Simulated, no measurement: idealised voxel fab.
process module | voxel air gaps
cross-section cut | 285 nm wide | cells 5 nm
A cross-section is a grid of square cells, given in bands from the top down. A band is one or more rows of cells.
Each band's line starts with the height of the band's top and of its bottom, in nm. Then come its materials from left to right, each with its width in nm. One material with "throughout" fills the band from edge to edge. "air" is empty space.
Height 0 is the level under which the wafer as received is all one material. The lowest band goes on downwards, as in "0 down".
A width such as "30 to 40" changes by the same amount from each row of cells to the next, from the band's top row to its bottom row.
"no change" after a step means that no cell of the cross-section changed.
closed voids: empty space of 8 cells or more with no open way to the top, each as width x height at its distance from the left edge, in nm
after a step's settings: what the simulator itself notes on the step
overlay nm, on a step with a mask: how far to the right of its planned place the mask lay; to the left if negative
plan
1 op RECEIVE | material Si
2 op CONFORMAL_DEP | material SiO2 | thk nm 15
3 op CONFORMAL_DEP | material SiN | thk nm 5
4 op DIRECTIONAL_DEP | material SiO2 | thk nm 35
5 op PATTERN | tone open | mask id LINES | material resist | width nm 15 | pitch nm 50 | thk nm 20 | overlay nm 0
6 op DIRECTIONAL_ETCH | etch materials SiO2 | depth nm 35
7 op STRIP | etch materials resist
8 op CONFORMAL_DEP | material TiN | thk nm 5
9 op FILL_DEP | material W | thk nm 5
10 op CMP | height nm 55
11 op EPI | material Ru | thk nm 10
12 op SELECTIVE_ETCH | etch materials SiO2 | depth nm 45
13 op CONFORMAL_DEP | material SiCN | thk nm 5
varied across the wafers: width nm of step 5. The plan shows the first wafer's value. All wafers start alike
first wafer as received, after step 1
  0 down: Si throughout
  closed voids: none
each wafer at the end: cells of each material gained (+) or lost (-) since it was received, then its closed voids
width nm 15 | +42 Ru | +135 SiCN | +57 SiN | +171 SiO2 | +45 TiN | +18 W | closed voids: none
width nm 20 | +48 Ru | +135 SiCN | +57 SiN | +171 SiO2 | +48 TiN | +36 W | closed voids: 20 x 25 at 110; 20 x 25 at 160
width nm 25 | +54 Ru | +127 SiCN | +57 SiN | +171 SiO2 | +51 TiN | +54 W | closed voids: 15 x 25 at 110; 15 x 25 at 160
width nm 30 | +60 Ru | +83 SiCN | +57 SiN | +227 SiO2 | +54 TiN | +72 W | closed voids: none
width nm 35 | +62 Ru | +83 SiCN | +57 SiN | +213 SiO2 | +57 TiN | +90 W | closed voids: none
